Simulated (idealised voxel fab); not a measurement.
Process module name: voxel local oxidation
Cross-section cut: width 255 nm, square cells of 5 nm.
How to read a cross-section here: the picture is a grid of square cells, written as bands going from the top down, and any band can span one or more rows of cells.
Per band: top height and bottom height in nm, followed by the left-to-right materials and their widths in nm; "edge to edge" marks a single material spanning edge to edge, "air" marks empty space.
Height reference: 0 = level under which incoming wafer is all one material. Lowest band: no bottom, runs on downward, e.g. "z 0 and below".
The notation "30..40" denotes a width that varies across the rows of cells in the band, beginning at the first number in the top row, finishing at the second number in the bottom row, and changing by an identical amount from each row to the next.
"remained the same" after a step means that no cell of the cross-section changed.
Closed-off voids of 8+ cells (no open route to the top) go in "Sealed internal voids", written width x height at distance from the left edge, in nm.
Whatever follows a step's settings on its line is a remark the simulator itself makes about that step.
On any step carrying a mask, the "overlay nm" setting, if present on the step's line, tells how far right of its planned place the mask lay; negative values point to the left.

## Process steps - plan
1) RECEIVE, material Si
2) CONFORMAL_DEP, material SiO2, thk nm 5
3) CONFORMAL_DEP, material SiN, thk nm 15
4) PATTERN, tone cover, mask id ACTIVE, material resist, width nm 115, thk nm 15, overlay nm 0
5) DIRECTIONAL_ETCH, etch materials SiN, depth nm 15
6) STRIP, etch materials resist
7) SELECTIVE_ETCH, etch materials SiO2, depth nm 5
8) OXIDIZE, depth nm 15
9) STRIP, etch materials SiN

## The cross-section here shows the wafer as received, i.e. in its state after step 1
z 0 and below = Si edge to edge
Sealed internal voids: none

## The module was run from the start shown above using the plan shown above, but one mistake was made doing it; the resulting wafer cross-section is below
z 0 to -15 = SiO2 (85) / Si (85) / SiO2 (85)
z -15 and below = Si edge to edge
Sealed internal voids: none
What broke from the plan during processing? plan step 2 was not performed, having been skipped
